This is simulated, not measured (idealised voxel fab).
Documented hereafter: the process module known as voxel self aligned vias.
The cross-section on display is named cut; it measures 215 nm wide, and its cells are 5 nm squares.
When this document writes out a cross-section, it uses a grid of square cells and lists it as bands, beginning at the top and moving down, with a band standing for one or more rows of cells.
Each band's line starts with the height of the band's top and of its bottom, in nm. Then come its materials from left to right, each with its width in nm. One material with "edge to edge" fills the band from edge to edge. "blank" is empty space.
Height is counted from the level 0, under which the received wafer is composed throughout of one material. The lowest of the bands is not closed at the bottom but continues downward, in the notation "top 0, no bottom".
Per-row width for "30->40": begins at first number (top row of band), ends at second number (bottom row), increment between rows held constant.
"no modification" -> step changed no cross-section cell.
Under "Closed void register" you'll find the enclosed gaps, the ones with no way out to the top, that are 8 cells or bigger; each reads width x height at distance, with distance counted from the left edge, everything in nm.
Whatever follows a step's settings on its line is a remark the simulator itself makes about that step.
For masked steps, "overlay nm" on the step line gives how far right of plan the mask actually lay; a minus sign means it lay to the left.

# Planned process steps
| 1 | op RECEIVE | material Si |
| 2 | op CONFORMAL_DEP | material SiO2 | thk nm 10 |
| 3 | op CONFORMAL_DEP | material SiCN | thk nm 5 |
| 4 | op DIRECTIONAL_DEP | material lowk | thk nm 20 |
| 5 | op DIRECTIONAL_DEP | material aC | thk nm 15 |
| 6 | op PATTERN | tone open | mask id LINES | material resist | width nm 30 | pitch nm 75 | thk nm 35 | overlay nm 0 |
| 7 | op DIRECTIONAL_ETCH | etch materials aC | depth nm 15 |
| 8 | op STRIP | etch materials resist |
| 9 | op DIRECTIONAL_ETCH | etch materials lowk | depth nm 20 |
| 10 | op STRIP | etch materials aC |
| 11 | op CONFORMAL_DEP | material TiN | thk nm 5 |
| 12 | op FILL_DEP | material Ru | thk nm 10 |
| 13 | op CMP | height nm 35 |
| 14 | op SELECTIVE_ETCH | etch materials W Ru TiN | depth nm 5 |
| 15 | op FILL_DEP | material SiN | thk nm 5 |
| 16 | op CMP | height nm 35 |
| 17 | op DIRECTIONAL_DEP | material lowk | thk nm 15 |
| 18 | op DIRECTIONAL_DEP | material aC | thk nm 15 |
| 19 | op PATTERN | tone open | mask id VIAS | material resist | width nm 50 | pitch nm 75 | thk nm 30 | overlay nm 0 |
| 20 | op DIRECTIONAL_ETCH | etch materials aC | depth nm 15 |
| 21 | op STRIP | etch materials resist |
| 22 | op DIRECTIONAL_ETCH | etch materials lowk | depth nm 15 |
| 23 | op DIRECTIONAL_ETCH | etch materials SiN | depth nm 5 |
| 24 | op STRIP | etch materials aC |
| 25 | op CONFORMAL_DEP | material TiN | thk nm 5 |
| 26 | op FILL_DEP | material Ru | thk nm 5 |
| 27 | op CMP | height nm 50 |
| 28 | op CONFORMAL_DEP | material SiCN | thk nm 5 |

# Wafer as received: cross-section following step 1
    top 0, no bottom: Si edge to edge
    Closed void register: none

# first wafer at the end, as planned
    top 55, bottom 50: SiCN edge to edge
    top 50, bottom 40: lowk (45) / TiN (5) / Ru (40) / TiN (5) / lowk (25) / TiN (5) / Ru (40) / TiN (5) / lowk (45)
    top 40, bottom 35: lowk (45) / TiN (15) / Ru (20) / TiN (15) / lowk (25) / TiN (15) / Ru (20) / TiN (15) / lowk (45)
    top 35, bottom 30: lowk (55) / TiN (30) / lowk (45) / TiN (30) / lowk (55)
    top 30, bottom 20: lowk (55) / TiN (5) / Ru (20) / TiN (5) / lowk (45) / TiN (5) / Ru (20) / TiN (5) / lowk (55)
    top 20, bottom 15: lowk (55) / TiN (30) / lowk (45) / TiN (30) / lowk (55)
    top 15, bottom 10: SiCN edge to edge
    top 10, bottom 0: SiO2 edge to edge
    top 0, no bottom: Si edge to edge
    Closed void register: none

# What the second wafer looks like in cross-section once the module is done. Its start and its plan matched the first wafer's exactly; what differed was one mistake in how it was run
    top 55, bottom 50: SiCN edge to edge
    top 50, bottom 40: lowk (50) / TiN (5) / Ru (35) / TiN (5) / lowk (30) / TiN (5) / Ru (35) / TiN (5) / lowk (45)
    top 40, bottom 35: lowk (50) / TiN (10) / Ru (20) / TiN (15) / lowk (30) / TiN (10) / Ru (20) / TiN (15) / lowk (45)
    top 35, bottom 30: lowk (55) / TiN (30) / lowk (45) / TiN (30) / lowk (55)
    top 30, bottom 20: lowk (55) / TiN (5) / Ru (20) / TiN (5) / lowk (45) / TiN (5) / Ru (20) / TiN (5) / lowk (55)
    top 20, bottom 15: lowk (55) / TiN (30) / lowk (45) / TiN (30) / lowk (55)
    top 15, bottom 10: SiCN edge to edge
    top 10, bottom 0: SiO2 edge to edge
    top 0, no bottom: Si edge to edge
    Closed void register: none
Which mistake was made when the wafer was run? step 19 was processed under conditions differing from the plan, specifically as op PATTERN | tone open | mask id VIAS | material resist | width nm 45 | pitch nm 75 | thk nm 30 | overlay nm 0
Bottom line after processing is that, in cells, the second wafer is up or down on some materials versus the first: Ru -4; TiN -2; lowk +6
